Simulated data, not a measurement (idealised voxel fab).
process module | voxel capacitor over wiring
cross-section cut | 265 nm wide | cells 5 nm
A cross-section is a grid of square cells, given in bands from the top down. A band is one or more rows of cells.
Each band's line starts with the height of the band's top and of its bottom, in nm. Then come its materials from left to right, each with its width in nm. One material with "throughout" fills the band from edge to edge. "air" is empty space.
Height 0 is the level under which the wafer as received is all one material. The lowest band goes on downwards, as in "0 down".
A width such as "30 to 40" changes by the same amount from each row of cells to the next, from the band's top row to its bottom row.
"no change" after a step means that no cell of the cross-section changed.
closed voids: empty space of 8 cells or more with no open way to the top, each as width x height at its distance from the left edge, in nm
after a step's settings: what the simulator itself notes on the step
overlay nm, on a step with a mask: how far to the right of its planned place the mask lay; to the left if negative
plan
1 op RECEIVE | material Si
2 op CONFORMAL_DEP | material SiO2 | thk nm 10
3 op DIRECTIONAL_DEP | material TiN | thk nm 5
4 op DIRECTIONAL_DEP | material Ru | thk nm 15
5 op PATTERN | tone cover | mask id METAL_1 | material resist | width nm 30 | pitch nm 100 | thk nm 15 | overlay nm 0
6 op DIRECTIONAL_ETCH | etch materials Ru | depth nm 15
7 op DIRECTIONAL_ETCH | etch materials TiN | depth nm 5
8 op STRIP | etch materials resist
9 op FILL_DEP | material SiO2 | thk nm 10
10 op CMP | height nm 30
11 op CONFORMAL_DEP | material SiCN | thk nm 5
12 op DIRECTIONAL_DEP | material SiO2 | thk nm 20
13 op PATTERN | tone open | mask id PLUG_1 | material resist | width nm 15 | thk nm 20 | overlay nm 0
14 op DIRECTIONAL_ETCH | etch materials SiO2 | depth nm 20
15 op DIRECTIONAL_ETCH | etch materials SiCN | depth nm 5
16 op STRIP | etch materials resist
17 op CONFORMAL_DEP | material TiN | thk nm 5
18 op FILL_DEP | material W | thk nm 5
19 op CMP | height nm 55
20 op DIRECTIONAL_DEP | material TiN | thk nm 10
21 op DIRECTIONAL_DEP | material SiN | thk nm 5
22 op DIRECTIONAL_DEP | material TiN | thk nm 5
23 op DIRECTIONAL_DEP | material aC | thk nm 10
24 op PATTERN | tone cover | mask id UPPER_PLATE | material resist | width nm 75 | thk nm 30 | overlay nm 0
25 op DIRECTIONAL_ETCH | etch materials aC | depth nm 10
26 op STRIP | etch materials resist
27 op DIRECTIONAL_ETCH | etch materials TiN | depth nm 5
28 op DIRECTIONAL_ETCH | etch materials SiN | depth nm 5
29 op STRIP | etch materials aC
30 op DIRECTIONAL_DEP | material aC | thk nm 15
31 op PATTERN | tone cover | mask id LOWER_PLATE | material resist | width nm 85 | thk nm 30 | overlay nm 0
32 op DIRECTIONAL_ETCH | etch materials aC | depth nm 15
33 op STRIP | etch materials resist
34 op DIRECTIONAL_ETCH | etch materials TiN | depth nm 10
35 op STRIP | etch materials aC
36 op FILL_DEP | material SiO2 | thk nm 15
37 op CMP | height nm 85
38 op DIRECTIONAL_DEP | material aC | thk nm 15
39 op PATTERN | tone open | mask id PLUG_2 | material resist | width nm 15 | thk nm 30 | overlay nm 0
40 op DIRECTIONAL_ETCH | etch materials aC | depth nm 15
41 op STRIP | etch materials resist
42 op DIRECTIONAL_ETCH | etch materials SiO2 | depth nm 10
43 op STRIP | etch materials aC
44 op CONFORMAL_DEP | material TiN | thk nm 5
45 op FILL_DEP | material Cu | thk nm 5
46 op CMP | height nm 85
47 op CONFORMAL_DEP | material SiN | thk nm 5
as received, after step 1
  0 down: Si throughout
  closed voids: none
a wafer at the end: this start, this plan, one mistake
  90 to 85: SiN throughout
  85 to 80: SiO2 90 | TiN 5 | Cu 5 | TiN 5 | SiO2 160
  80 to 70: SiO2 90 to 80 | TiN 15 to 75 | SiO2 160 to 110
  70 to 65: SiO2 80 | SiN 75 | SiO2 110
  65 to 55: SiO2 75 | TiN 85 | SiO2 105
  55 to 50: SiCN 80 | TiN 15 | SiCN 170
  50 to 30: SiO2 throughout
  30 to 15: SiO2 65 | Ru 30 | SiO2 70 | Ru 30 | SiO2 70
  15 to 10: SiO2 65 | TiN 30 | SiO2 70 | TiN 30 | SiO2 70
  10 to 0: SiO2 throughout
  0 down: Si throughout
  closed voids: none
what went wrong: steps 11 and 12 were swapped
